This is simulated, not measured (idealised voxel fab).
The document below concerns the process module designated voxel ribs on slabs.
Section shown: cut. Width: 170 nm. Cell size: 5 nm, square.
Format of a cross-section: grid, square cells. Given as bands. Order: top down. Band: one or more rows of cells.
Top height, bottom height, nm. Materials left to right, width each, nm. Single material + "all across" = fills band edge to edge. "empty" = empty.
Height reference: 0 = level under which incoming wafer is all one material. Lowest band: no bottom, runs on downward, e.g. "0 -> down".
Width "30..40": first value at the band's top row of cells, second value at its bottom row, equal change from row to row.
"no modification" for a step: no cell of the cross-section changed in that step.
In "Trapped cavities" the enclosed voids are listed, meaning empty spaces of 8 cells or larger without any opening to the top. The form is width x height at distance, distance from the left edge, units nm.
Anything after a step's settings on that line? It's the simulator's own note about the step.
"overlay nm", when on a step's line for a step with a mask, measures how far to the right of its planned place the mask lay; a negative measure means to the left.
**Process steps (planned)**
1: RECEIVE | material Si
2: DIRECTIONAL_DEP | material SiO2 | thk nm 20
3: DIRECTIONAL_DEP | material polySi | thk nm 15
4: MASKED_ETCH | tone cover | mask id RIB | width nm 30 | etch materials polySi | depth nm 10 | overlay nm 0
5: DIRECTIONAL_DEP | material aC | thk nm 15
6: PATTERN | tone cover | mask id SLAB | material resist | width nm 70 | thk nm 35 | overlay nm 0
7: DIRECTIONAL_ETCH | etch materials aC | depth nm 15
8: STRIP | etch materials resist
9: DIRECTIONAL_ETCH | etch materials polySi | depth nm 5
10: STRIP | etch materials aC
11: FILL_DEP | material SiO2 | thk nm 15
12: CMP | height nm 45
13: DIRECTIONAL_DEP | material W | thk nm 10
14: DIRECTIONAL_DEP | material aC | thk nm 10
15: PATTERN | tone cover | mask id HEATER | material resist | width nm 40 | thk nm 25 | overlay nm 0
16: DIRECTIONAL_ETCH | etch materials aC | depth nm 10
17: STRIP | etch materials resist
18: DIRECTIONAL_ETCH | etch materials W | depth nm 10
19: STRIP | etch materials aC
20: CONFORMAL_DEP | material SiN | thk nm 10
**As received (post step 1): cross-section**
0 -> down  Si all across
Trapped cavities: none
**Wafer at module end, in section. Began as above, planned as above, run with one mistake**
65 -> 55  empty 60; SiN 55; empty 55
55 -> 45  SiN 70; W 35; SiN 65
45 -> 35  SiO2 all across
35 -> 25  SiO2 70; polySi 30; SiO2 70
25 -> 20  SiO2 50; polySi 70; SiO2 50
20 -> 0  SiO2 all across
0 -> down  Si all across
Trapped cavities: none
The mistake made against the process plan was this: in deviation from the planned setting, step 15 was conducted as PATTERN | tone cover | mask id HEATER | material resist | width nm 35 | thk nm 25 | overlay nm 0
